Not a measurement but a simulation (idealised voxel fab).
Documented hereafter: the process module known as voxel transistor to metal.
Cross-sectional view cut (width: 150 nm; square cell size: 5 nm).
When this document writes out a cross-section, it uses a grid of square cells and lists it as bands, beginning at the top and moving down, with a band standing for one or more rows of cells.
It is stipulated that each band's entry specify, in nanometres, the height of the top of the band and then that of its bottom, followed by the materials of the band in left-to-right sequence, each together with its width in nanometres. A single material marked by the word "everywhere" is understood to fill the band from edge to edge; the word "air" is understood to denote empty space.
The level at which height equals 0 is the one under which the wafer, as it arrives, is entirely one material. No lower edge exists for the bottom band, which continues downward and is notated as in "0 down".
Per-row width for "30->40": begins at first number (top row of band), ends at second number (bottom row), increment between rows held constant.
No cell of the cross-section changed in a step that is given as "no change occurred".
If an empty space has no open way to the top and is at least 8 cells in size, "Enclosed cavity list" lists it, written width x height at distance, where distance is measured from the left edge and every value is in nm.
If you see something after the settings on a step's line, that's the simulator's own remark about that step.
overlay nm: step with mask; distance mask lay right of planned place; negative value = left of planned place.

-- Below is the list of planned process steps
step 1: RECEIVE with material Si
step 2: OXIDIZE with depth nm 5
step 3: CONFORMAL_DEP with material SiN, thk nm 10
step 4: MASKED_ETCH with tone cover, mask id ACTIVE, width nm 115, etch materials SiN, depth nm 10, overlay nm 0
step 5: MASKED_ETCH with tone cover, mask id ACTIVE, width nm 115, etch materials SiO2, depth nm 5, overlay nm 0
step 6: MASKED_ETCH with tone cover, mask id ACTIVE, width nm 115, etch materials Si, depth nm 20, overlay nm 0
step 7: FILL_DEP with material SiO2, thk nm 15
step 8: CMP with height nm 10
step 9: SELECTIVE_ETCH with etch materials SiO2, depth nm 5
step 10: STRIP with etch materials SiN
step 11: SELECTIVE_ETCH with etch materials SiO2, depth nm 5
step 12: OXIDIZE with depth nm 5
step 13: DIRECTIONAL_DEP with material polySi, thk nm 30
step 14: DIRECTIONAL_DEP with material SiCN, thk nm 15
step 15: MASKED_ETCH with tone cover, mask id GATE, width nm 35, etch materials SiCN, depth nm 25, overlay nm 0
step 16: MASKED_ETCH with tone cover, mask id GATE, width nm 35, etch materials polySi, depth nm 40, overlay nm 0
step 17: CONFORMAL_DEP with material SiN, thk nm 5
step 18: DIRECTIONAL_ETCH with etch materials SiN, depth nm 5
step 19: DIRECTIONAL_ETCH with etch materials SiO2, depth nm 5
step 20: DIRECTIONAL_ETCH with etch materials Si, depth nm 5
step 21: EPI with material nSi, thk nm 5
step 22: FILL_DEP with material SiO2, thk nm 10
step 23: CMP with height nm 25
step 24: STRIP with etch materials polySi
step 25: SELECTIVE_ETCH with etch materials SiO2, depth nm 5
step 26: CONFORMAL_DEP with material HfO2, thk nm 5
step 27: CONFORMAL_DEP with material TiN, thk nm 5
step 28: FILL_DEP with material W, thk nm 5
step 29: CMP with height nm 20
step 30: DIRECTIONAL_DEP with material SiO2, thk nm 15
step 31: DIRECTIONAL_DEP with material aC, thk nm 15
step 32: PATTERN with tone open, mask id CONTACT, material resist, width nm 15, pitch nm 80, thk nm 30, overlay nm 0
step 33: DIRECTIONAL_ETCH with etch materials aC, depth nm 15
step 34: STRIP with etch materials resist
step 35: DIRECTIONAL_ETCH with etch materials SiO2, depth nm 45
step 36: STRIP with etch materials aC
step 37: CONFORMAL_DEP with material TiN, thk nm 5
step 38: FILL_DEP with material W, thk nm 10
step 39: CMP with height nm 35
step 40: DIRECTIONAL_DEP with material TiN, thk nm 5
step 41: DIRECTIONAL_DEP with material Ru, thk nm 25
step 42: PATTERN with tone cover, mask id METAL_1, material resist, width nm 15, pitch nm 80, thk nm 15, overlay nm 0
step 43: DIRECTIONAL_ETCH with etch materials Ru, depth nm 25
step 44: DIRECTIONAL_ETCH with etch materials TiN, depth nm 5
step 45: STRIP with etch materials resist
step 46: FILL_DEP with material lowk, thk nm 10
step 47: CMP with height nm 65
step 48: CONFORMAL_DEP with material SiN, thk nm 5

-- Cross-sectional view of the wafer in its as-received condition, corresponding to the state after step 1
- 0 down = Si everywhere
- Enclosed cavity list: none

-- Post-module cross-section: identical start and plan to those above, one misstep in execution
- 70 to 65 = SiN everywhere
- 65 to 40 = 25 lowk  15 Ru  65 lowk  15 Ru  30 lowk
- 40 to 35 = 25 lowk  15 TiN  65 lowk  15 TiN  30 lowk
- 35 to 20 = 20 SiO2  5 TiN  5 W  5 TiN  65 SiO2  5 TiN  5 W  5 TiN  35 SiO2
- 20 to 0 = 20 SiO2  5 TiN  5 W  5 TiN  15 SiO2  5 SiN  5 HfO2  5 TiN  15 W  5 TiN  5 HfO2  5 SiN  5 SiO2  5 TiN  5 W  5 TiN  35 SiO2
- 0 to -5 = 10 SiO2  5 SiN  5 SiO2  5 TiN  5 W  5 TiN  15 SiO2  5 SiN  5 HfO2  25 TiN  5 HfO2  5 SiN  5 SiO2  5 TiN  5 W  5 TiN  15 SiO2  5 SiN  15 SiO2
- -5 to -10 = 20 SiO2  15 TiN  10 SiO2  5 nSi  45 HfO2  5 nSi  15 TiN  35 SiO2
- -10 to -15 = 15 SiO2  35 nSi  45 Si  35 nSi  20 SiO2
- -15 to -25 = 15 SiO2  115 Si  20 SiO2
- -25 down = Si everywhere
- Enclosed cavity list: none
The mistake made against the process plan was this: so step 32 ended up running with a different setting than we planned, it ran as PATTERN with tone open, mask id CONTACT, material resist, width nm 15, pitch nm 80, thk nm 30, overlay nm -5
